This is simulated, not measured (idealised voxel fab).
This is a process module. Its name is voxel ribs on slabs.
For reference, the cross-section in this document is cut, with width 295 nm and square cells of 5 nm.
If you're reading a cross-section in this doc, picture square cells in a grid; it comes to you as bands, top ones listed first down to the bottom, and a band can be one or more rows of cells.
Within each band entry, the heights of the top and of the bottom of the band appear first, in that order and in nm; the materials of the band then follow from left to right, each with its corresponding width in nm. The designation "all across" on a single material indicates that it fills the band from edge to edge; the designation "empty" indicates empty space.
Height datum 0, below which the as-received substrate wafer is one material. Lowest band open at the bottom, running downward: "0 and below".
When a width is written as two numbers, as in "30->40", the first number is the width in the top row of cells of the band and the second is the width in its bottom row, and the width changes by the same amount from each row to the next.
It should be understood that the words "nothing altered", when stated for a given step, signify that the cross-section underwent no change in any of its cells during that step.
For the entry "Closed empty spaces", the listed items are empty spaces with no open way to the top whose size is 8 cells or more; each item follows the pattern width x height at distance, where distance is from the left edge and all three are in nm.
It should be noted that, on the line of a given step, the content following the step's settings is a remark produced by the simulator itself with respect to that step.
The "overlay nm" setting may appear on a step's line; for a step that uses a mask, it gives how far to the right of its planned position the mask lay, and a negative value indicates the left.

[Here's what the planned process steps look like]
1: RECEIVE with material Si
2: DIRECTIONAL_DEP with material SiO2, thk nm 30
3: DIRECTIONAL_DEP with material SiN, thk nm 15
4: DIRECTIONAL_DEP with material aC, thk nm 10
5: PATTERN with tone cover, mask id RIB, material resist, width nm 20, thk nm 25, overlay nm 0
6: DIRECTIONAL_ETCH with etch materials aC, depth nm 10
7: STRIP with etch materials resist
8: DIRECTIONAL_ETCH with etch materials SiN, depth nm 5
9: STRIP with etch materials aC
10: PATTERN with tone cover, mask id SLAB, material resist, width nm 70, thk nm 15, overlay nm 0
11: DIRECTIONAL_ETCH with etch materials SiN, depth nm 10
12: STRIP with etch materials resist
13: FILL_DEP with material SiO2, thk nm 20
14: CMP with height nm 55
15: DIRECTIONAL_DEP with material TiN, thk nm 5
16: PATTERN with tone cover, mask id HEATER, material resist, width nm 30, thk nm 15, overlay nm 0
17: DIRECTIONAL_ETCH with etch materials TiN, depth nm 5
18: STRIP with etch materials resist
19: CONFORMAL_DEP with material SiN, thk nm 10

[As-received state of the wafer in cross-section, equivalent to post-step 1]
  0 and below  Si all across
  Closed empty spaces: none

[Same starting wafer, same plan as above, one mistake in the execution; this is the cross-section at the end of the module]
  80 down to 75  120 of empty / 50 of SiN / 125 of empty
  75 down to 70  SiN all across
  70 down to 65  130 of SiN / 30 of TiN / 135 of SiN
  65 down to 55  TiN all across
  55 down to 45  SiO2 all across
  45 down to 40  135 of SiO2 / 20 of SiN / 140 of SiO2
  40 down to 30  110 of SiO2 / 70 of SiN / 115 of SiO2
  30 down to 0  SiO2 all across
  0 and below  Si all across
  Closed empty spaces: none
Misprocessing identified: step 15 was run on a setting that differed from the plan, and what really ran there is DIRECTIONAL_DEP with material TiN, thk nm 15
